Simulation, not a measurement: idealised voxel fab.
Documented hereafter: the process module known as voxel spacer lines.
Xsec cut, 185 nm wide, square cell size 5 nm.
A cross-section is a grid of square cells, given in bands from the top down. A band is one or more rows of cells. What a band's entry tells you: where the top is and where the bottom is, as heights in nm, and after that what lies inside, material by material from left to right, each with its width in nm. Empty space is written as the word "air", and a single material marked with the word "full width" occupies the band from edge to edge. The reference from which all heights are counted is 0, the level beneath which the as-received wafer is entirely one material; the lowest band, having no lower bound, proceeds downward and is written after the example "z 0 and below". Width spec "30..40" -> top row of cells at first value, bottom row at second value, equal per-row change in between. Basically "left unchanged" means that step didn't change any cell in the cross-section. "Sealed cavities": empty spaces of 8 cells or more with no open way to the top, each given as width x height at distance, distance from the left edge, all in nm. Formally, on a step line, whatever follows the settings is a remark that the simulator itself makes on the step. overlay nm: right-of-plan distance of the mask on a masked step; negative values mean left-of-plan.

-- The following list gives the planned process steps
| 1 | RECEIVE (material Si) |
| 2 | CONFORMAL_DEP (material Al2O3; thk nm 10) |
| 3 | DIRECTIONAL_DEP (material SiN; thk nm 10) |
| 4 | DIRECTIONAL_DEP (material polySi; thk nm 30) |
| 5 | PATTERN (tone cover; mask id MANDREL; material resist; width nm 20; pitch nm 60; thk nm 40; overlay nm 0) |
| 6 | DIRECTIONAL_ETCH (etch materials polySi; depth nm 30) |
| 7 | STRIP (etch materials resist) |
| 8 | CONFORMAL_DEP (material SiO2; thk nm 10) |
| 9 | DIRECTIONAL_ETCH (etch materials SiO2; depth nm 10) |
| 10 | STRIP (etch materials polySi) |
| 11 | DIRECTIONAL_ETCH (etch materials SiN; depth nm 10) |
| 12 | STRIP (etch materials SiO2) |

-- Wafer cross-section on receipt, i.e. after step 1
  z 0 and below | Si full width
  Sealed cavities: none

-- Wafer at module end, in section. Began as above, planned as above, run with one mistake
  z 20 to 10 | air (15); SiN (10); air (20); SiN (10); air (20); SiN (10); air (20); SiN (10); air (20); SiN (10); air (20); SiN (10); air (10)
  z 10 to 0 | Al2O3 full width
  z 0 and below | Si full width
  Sealed cavities: none
Against the plan, the run slipped here: so step 5 ended up running with a different setting than we planned, it ran as PATTERN (tone cover; mask id MANDREL; material resist; width nm 20; pitch nm 60; thk nm 40; overlay nm 5)
